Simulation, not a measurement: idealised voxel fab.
process module | voxel air gaps
cross-section cut | 170 nm wide | cells 5 nm
A cross-section is a grid of square cells, given in bands from the top down. A band is one or more rows of cells.
Each band's line starts with the height of the band's top and of its bottom, in nm. Then come its materials from left to right, each with its width in nm. One material with "throughout" fills the band from edge to edge. "air" is empty space.
Height 0 is the level under which the wafer as received is all one material. The lowest band goes on downwards, as in "0 down".
A width such as "30 to 40" changes by the same amount from each row of cells to the next, from the band's top row to its bottom row.
"no change" after a step means that no cell of the cross-section changed.
closed voids: empty space of 8 cells or more with no open way to the top, each as width x height at its distance from the left edge, in nm
after a step's settings: what the simulator itself notes on the step
overlay nm, on a step with a mask: how far to the right of its planned place the mask lay; to the left if negative
plan
1 op RECEIVE | material Si
2 op CONFORMAL_DEP | material SiO2 | thk nm 15
3 op CONFORMAL_DEP | material SiCN | thk nm 5
4 op DIRECTIONAL_DEP | material lowk | thk nm 30
5 op MASKED_ETCH | tone open | mask id LINES | width nm 15 | pitch nm 45 | etch materials lowk | depth nm 30 | overlay nm 0
6 op CONFORMAL_DEP | material TiN | thk nm 5
7 op FILL_DEP | material Cu | thk nm 10
8 op CMP | height nm 50
9 op EPI | material Ru | thk nm 10
10 op SELECTIVE_ETCH | etch materials lowk | depth nm 40
11 op CONFORMAL_DEP | material SiCN | thk nm 5
as received, after step 1
  0 down: Si throughout
  closed voids: none
a wafer at the end: this start, this plan, one mistake
  65 to 60: air 15 | SiCN 135 | air 20
  60 to 50: air 15 | SiCN 5 | Ru 35 | SiCN 10 | Ru 35 | SiCN 10 | Ru 35 | SiCN 5 | air 20
  50 to 45: air 15 | SiCN 15 | TiN 5 | Cu 5 | TiN 5 | SiCN 30 | TiN 5 | Cu 5 | TiN 5 | SiCN 30 | TiN 5 | Cu 5 | TiN 5 | SiCN 15 | air 20
  45 to 25: air 25 | SiCN 5 | TiN 5 | Cu 5 | TiN 5 | SiCN 5 | air 20 | SiCN 5 | TiN 5 | Cu 5 | TiN 5 | SiCN 5 | air 20 | SiCN 5 | TiN 5 | Cu 5 | TiN 5 | SiCN 5 | air 30
  25 to 20: SiCN 30 | TiN 15 | SiCN 30 | TiN 15 | SiCN 30 | TiN 15 | SiCN 35
  20 to 15: SiCN throughout
  15 to 0: lowk throughout
  0 down: Si throughout
  closed voids: 20 x 20 at 50; 20 x 20 at 95
what went wrong: step 2 ran as: op CONFORMAL_DEP | material lowk | thk nm 15
